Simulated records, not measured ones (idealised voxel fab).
Module name: voxel released beams (process module)
Section shown: cut. Width: 235 nm. Cell size: 5 nm, square.
In this document a cross-section is written as a grid of square cells. It is given as a series of bands, listed from the top down, and a band is one or more rows of cells. Heights first: top, then bottom, in nm. Then materials, left to right, each with a width in nm. "everywhere" on a single material: fills the band edge to edge. "blank": empty space. Below 0: as-received wafer, all one material; heights counted from there. Lowest band: no bottom, goes on down, written "top 0, no bottom". The two numbers in a width such as "30..40" mark its ends across the band: the first belongs to the top row of cells, the second to the bottom row, and from each row to the next the width moves by the same amount. "remained unchanged" after a step means that no cell of the cross-section changed. This entry, "Enclosed empty spaces", enumerates those empty regions of no fewer than 8 cells that possess no open connection to the top. Each region is reported in the form width x height at distance, the distance being taken from the left edge, with all three quantities expressed in nm. Step line, after settings: the simulator's comment on this step. "overlay nm" answers the question of how far to the right of plan the mask lay on a step that has a mask, and when it is negative the answer is to the left.

Process steps - plan:
1 RECEIVE: material Si
2 CONFORMAL_DEP: material SiN, thk nm 10
3 DIRECTIONAL_DEP: material SiO2, thk nm 15
4 DIRECTIONAL_DEP: material aC, thk nm 10
5 PATTERN: tone open, mask id ANCHOR, material resist, width nm 35, thk nm 25, overlay nm 0
6 DIRECTIONAL_ETCH: etch materials aC, depth nm 10
7 STRIP: etch materials resist
8 DIRECTIONAL_ETCH: etch materials SiO2, depth nm 15
9 STRIP: etch materials aC
10 CONFORMAL_DEP: material TiN, thk nm 10
11 DIRECTIONAL_DEP: material aC, thk nm 15
12 PATTERN: tone cover, mask id BEAM, material resist, width nm 90, thk nm 30, overlay nm -15
13 DIRECTIONAL_ETCH: etch materials aC, depth nm 15
14 STRIP: etch materials resist
15 DIRECTIONAL_ETCH: etch materials TiN, depth nm 10
16 STRIP: etch materials aC
17 STRIP: etch materials SiO2
Quick note for whoever runs this: the wafers start identical, but the overlay nm at step 12 isn't the same across them. The plan just shows what the first wafer had.

As-received state after step 1, first of several wafers, cross-section:
top 0, no bottom: Si everywhere
Enclosed empty spaces: none

Where each wafer stands at the end of the module, a row apiece: cells of each material gained (+) or lost (-) since it was received, then closed voids:
overlay nm -15; +94 SiN; +48 TiN; Enclosed empty spaces: none
overlay nm -10; +94 SiN; +48 TiN; Enclosed empty spaces: none
overlay nm -5; +94 SiN; +48 TiN; Enclosed empty spaces: none
overlay nm 0; +94 SiN; +48 TiN; Enclosed empty spaces: none
overlay nm 5; +94 SiN; +48 TiN; Enclosed empty spaces: none
overlay nm 10; +94 SiN; +48 TiN; Enclosed empty spaces: none
overlay nm 15; +94 SiN; +48 TiN; Enclosed empty spaces: none
